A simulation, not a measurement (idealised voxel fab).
This is a process module. Its name is voxel gate over fins.
This is section cut - it's 240 nm across, gridded in 5 nm square cells.
In what follows, cross-sections appear as grids of square cells, described through bands that run from the top down, where every band is one or more rows of cells. Look at the band entry: it leads with the top's height and the bottom's height in nm. Then it lists the materials left to right, with a width in nm for each. The word "throughout" on a single material says that material fills the band edge to edge. The word "air" is empty space. Heights are measured from 0, the level below which the as-received wafer is all one material; the lowest band has no bottom and continues downward, written as in "from 0 down". Top row gets the first number, bottom row gets the second, and each row in between changes by the same step: that is how a band width like "30 to 40" works. No cell of the cross-section changed in a step that is given as "same as before". Empty spaces without an open route to the top, at least 8 cells in extent, make up the entry "Unvented internal voids"; each is given as width x height at distance, where the distance is measured from the left edge, and all are in nm. The remark found on a step's line after its settings is issued by the simulator itself and pertains to that step. overlay nm: for a step with a mask, the amount by which the mask lay right of where it was planned; a negative amount means left of it.
Process steps foreseen in the plan:
step 1: RECEIVE [material Si]
step 2: CONFORMAL_DEP [material SiN] [thk nm 5]
step 3: MASKED_ETCH [tone cover] [mask id FINS] [width nm 15] [pitch nm 40] [etch materials SiN] [depth nm 5] [overlay nm 0]
step 4: MASKED_ETCH [tone cover] [mask id FINS] [width nm 15] [pitch nm 40] [etch materials Si] [depth nm 40] [overlay nm 0]
step 5: FILL_DEP [material SiO2] [thk nm 10]
step 6: CMP [height nm 5]
step 7: SELECTIVE_ETCH [etch materials SiO2] [depth nm 20]
step 8: STRIP [etch materials SiN]
step 9: CONFORMAL_DEP [material HfO2] [thk nm 5]
step 10: CONFORMAL_DEP [material TiN] [thk nm 5]
step 11: CONFORMAL_DEP [material TiAl] [thk nm 5]
step 12: CONFORMAL_DEP [material TiN] [thk nm 5]
step 13: FILL_DEP [material W] [thk nm 10]
step 14: CMP [height nm 25]
step 15: CONFORMAL_DEP [material SiN] [thk nm 5]
Step 1 complete: cross-section of the wafer as received:
- from 0 down = Si throughout
- Unvented internal voids: none
The module was run from the start shown above using the plan shown above, but one mistake was made doing it; the resulting wafer cross-section is below:
- from 30 to 25 = SiN throughout
- from 25 to 20 = W throughout
- from 20 to 15 = W: 30 | TiN: 175 | W: 35
- from 15 to 10 = W: 30 | TiN: 5 | TiAl: 165 | TiN: 5 | W: 35
- from 10 to 5 = W: 30 | TiN: 5 | TiAl: 5 | TiN: 35 | TiAl: 5 | TiN: 35 | TiAl: 5 | TiN: 35 | TiAl: 5 | TiN: 35 | TiAl: 5 | TiN: 5 | W: 35
- from 5 to 0 = TiN: 35 | TiAl: 5 | TiN: 5 | HfO2: 25 | TiN: 5 | TiAl: 5 | TiN: 5 | HfO2: 25 | TiN: 5 | TiAl: 5 | TiN: 5 | HfO2: 25 | TiN: 5 | TiAl: 5 | TiN: 5 | HfO2: 25 | TiN: 5 | TiAl: 5 | TiN: 40
- from 0 to -5 = TiAl: 40 | TiN: 5 | HfO2: 5 | Si: 15 | HfO2: 5 | TiN: 5 | TiAl: 5 | TiN: 5 | HfO2: 5 | Si: 15 | HfO2: 5 | TiN: 5 | TiAl: 5 | TiN: 5 | HfO2: 5 | Si: 15 | HfO2: 5 | TiN: 5 | TiAl: 5 | TiN: 5 | HfO2: 5 | Si: 15 | HfO2: 5 | TiN: 5 | TiAl: 45
- from -5 to -10 = TiN: 45 | HfO2: 5 | Si: 15 | HfO2: 5 | TiN: 15 | HfO2: 5 | Si: 15 | HfO2: 5 | TiN: 15 | HfO2: 5 | Si: 15 | HfO2: 5 | TiN: 15 | HfO2: 5 | Si: 15 | HfO2: 5 | TiN: 50
- from -10 to -15 = HfO2: 50 | Si: 15 | HfO2: 25 | Si: 15 | HfO2: 25 | Si: 15 | HfO2: 25 | Si: 15 | HfO2: 55
- from -15 to -80 = SiO2: 50 | Si: 15 | SiO2: 25 | Si: 15 | SiO2: 25 | Si: 15 | SiO2: 25 | Si: 15 | SiO2: 55
- from -80 down = Si throughout
- Unvented internal voids: none
Deviation from plan: step 4 of the plan was carried out twice
